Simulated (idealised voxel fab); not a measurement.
Presented below is a process module, voxel trench capacitor.
Section cut is 260 nm wide and gridded with 5 nm square cells.
Heads up, the way a cross-section reads in here is a grid of square cells, handed over as bands from the top down, with every band being one or more rows of cells.
In this notation a band is specified by the heights of its top and bottom, in that order and in nm, after which its materials appear from left to right, each paired with its width in nm. The word "full width" attached to a single material means that material fills the band from edge to edge; the word "empty" stands for empty space.
The reference from which all heights are counted is 0, the level beneath which the as-received wafer is entirely one material; the lowest band, having no lower bound, proceeds downward and is written after the example "z 0 and below".
Per-row width for "30->40": begins at first number (top row of band), ends at second number (bottom row), increment between rows held constant.
"identical to before" means the step left every cell of the cross-section as it was.
"Enclosed void entries" means: voids of 8 cells or more that are shut off from the top with no open way through. Written width x height at distance, distance from the left edge, in nm.
It should be noted that, on the line of a given step, the content following the step's settings is a remark produced by the simulator itself with respect to that step.
Regarding "overlay nm": on a step with a mask, it is the distance the mask lay to the right of its planned place; a negative value places it to the left.

Process steps foreseen in the plan:
1) RECEIVE | material Si
2) CONFORMAL_DEP | material SiN | thk nm 5
3) DIRECTIONAL_DEP | material aC | thk nm 15
4) PATTERN | tone open | mask id TRENCH | material resist | width nm 15 | pitch nm 40 | thk nm 35 | overlay nm 0
5) DIRECTIONAL_ETCH | etch materials aC | depth nm 15
6) STRIP | etch materials resist
7) DIRECTIONAL_ETCH | etch materials SiN | depth nm 5
8) DIRECTIONAL_ETCH | etch materials Si | depth nm 40
9) STRIP | etch materials aC
10) CONFORMAL_DEP | material Al2O3 | thk nm 5
11) FILL_DEP | material polySi | thk nm 5
12) CMP | height nm 5

Shown in cross-section is the wafer as received, that is, as it stands after step 1:
* z 0 and below = Si full width
* Enclosed void entries: none

Module complete - cross-section of the first of two wafers, run according to plan:
* z 5 to 0 = SiN 80 nm  Al2O3 5 nm  polySi 5 nm  Al2O3 5 nm  SiN 25 nm  Al2O3 5 nm  polySi 5 nm  Al2O3 5 nm  SiN 25 nm  Al2O3 5 nm  polySi 5 nm  Al2O3 5 nm  SiN 85 nm
* z 0 to -35 = Si 80 nm  Al2O3 5 nm  polySi 5 nm  Al2O3 5 nm  Si 25 nm  Al2O3 5 nm  polySi 5 nm  Al2O3 5 nm  Si 25 nm  Al2O3 5 nm  polySi 5 nm  Al2O3 5 nm  Si 85 nm
* z -35 to -40 = Si 80 nm  Al2O3 15 nm  Si 25 nm  Al2O3 15 nm  Si 25 nm  Al2O3 15 nm  Si 85 nm
* z -40 and below = Si full width
* Enclosed void entries: none

Cross-sectional image of the second wafer of the two following completion of the module. Starting state and process plan were the same as for the first wafer; one execution error occurred:
* z 5 to 0 = SiN 80 nm  Al2O3 5 nm  aC 5 nm  Al2O3 5 nm  SiN 25 nm  Al2O3 5 nm  aC 5 nm  Al2O3 5 nm  SiN 25 nm  Al2O3 5 nm  aC 5 nm  Al2O3 5 nm  SiN 85 nm
* z 0 to -35 = Si 80 nm  Al2O3 5 nm  aC 5 nm  Al2O3 5 nm  Si 25 nm  Al2O3 5 nm  aC 5 nm  Al2O3 5 nm  Si 25 nm  Al2O3 5 nm  aC 5 nm  Al2O3 5 nm  Si 85 nm
* z -35 to -40 = Si 80 nm  Al2O3 15 nm  Si 25 nm  Al2O3 15 nm  Si 25 nm  Al2O3 15 nm  Si 85 nm
* z -40 and below = Si full width
* Enclosed void entries: none
Error vs. plan: contrary to plan, step 11 was performed as FILL_DEP | material aC | thk nm 5
Looking at both finished wafers in cells, the second ends up ahead of or behind the first on some materials: aC: 24 more | polySi: 24 fewer
